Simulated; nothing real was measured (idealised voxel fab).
process module | voxel spacer lines
cross-section cut | 300 nm wide | cells 5 nm
A cross-section is a grid of square cells, given in bands from the top down. A band is one or more rows of cells.
Each band's line starts with the height of the band's top and of its bottom, in nm. Then come its materials from left to right, each with its width in nm. One material with "throughout" fills the band from edge to edge. "air" is empty space.
Height 0 is the level under which the wafer as received is all one material. The lowest band goes on downwards, as in "0 down".
A width such as "30 to 40" changes by the same amount from each row of cells to the next, from the band's top row to its bottom row.
"no change" after a step means that no cell of the cross-section changed.
closed voids: empty space of 8 cells or more with no open way to the top, each as width x height at its distance from the left edge, in nm
after a step's settings: what the simulator itself notes on the step
overlay nm, on a step with a mask: how far to the right of its planned place the mask lay; to the left if negative
plan
1 op RECEIVE | material Si
2 op CONFORMAL_DEP | material Al2O3 | thk nm 10
3 op DIRECTIONAL_DEP | material TiN | thk nm 15
4 op DIRECTIONAL_DEP | material aC | thk nm 30
5 op PATTERN | tone cover | mask id MANDREL | material resist | width nm 20 | pitch nm 60 | thk nm 35 | overlay nm -15
6 op DIRECTIONAL_ETCH | etch materials aC | depth nm 30
7 op STRIP | etch materials resist
8 op CONFORMAL_DEP | material SiO2 | thk nm 10
9 op DIRECTIONAL_ETCH | etch materials SiO2 | depth nm 10
10 op STRIP | etch materials aC
11 op DIRECTIONAL_ETCH | etch materials TiN | depth nm 15
12 op STRIP | etch materials SiO2
varied across the wafers: overlay nm of step 5. The plan shows the first wafer's value. All wafers start alike
first wafer as received, after step 1
  0 down: Si throughout
  closed voids: none
each wafer at the end: cells of each material gained (+) or lost (-) since it was received, then its closed voids
overlay nm -15 | +120 Al2O3 | +36 TiN | closed voids: none
overlay nm -10 | +120 Al2O3 | +36 TiN | closed voids: none
overlay nm -5 | +120 Al2O3 | +36 TiN | closed voids: none
overlay nm 0 | +120 Al2O3 | +36 TiN | closed voids: none
overlay nm 5 | +120 Al2O3 | +36 TiN | closed voids: none
overlay nm 10 | +120 Al2O3 | +36 TiN | closed voids: none
overlay nm 15 | +120 Al2O3 | +36 TiN | closed voids: none
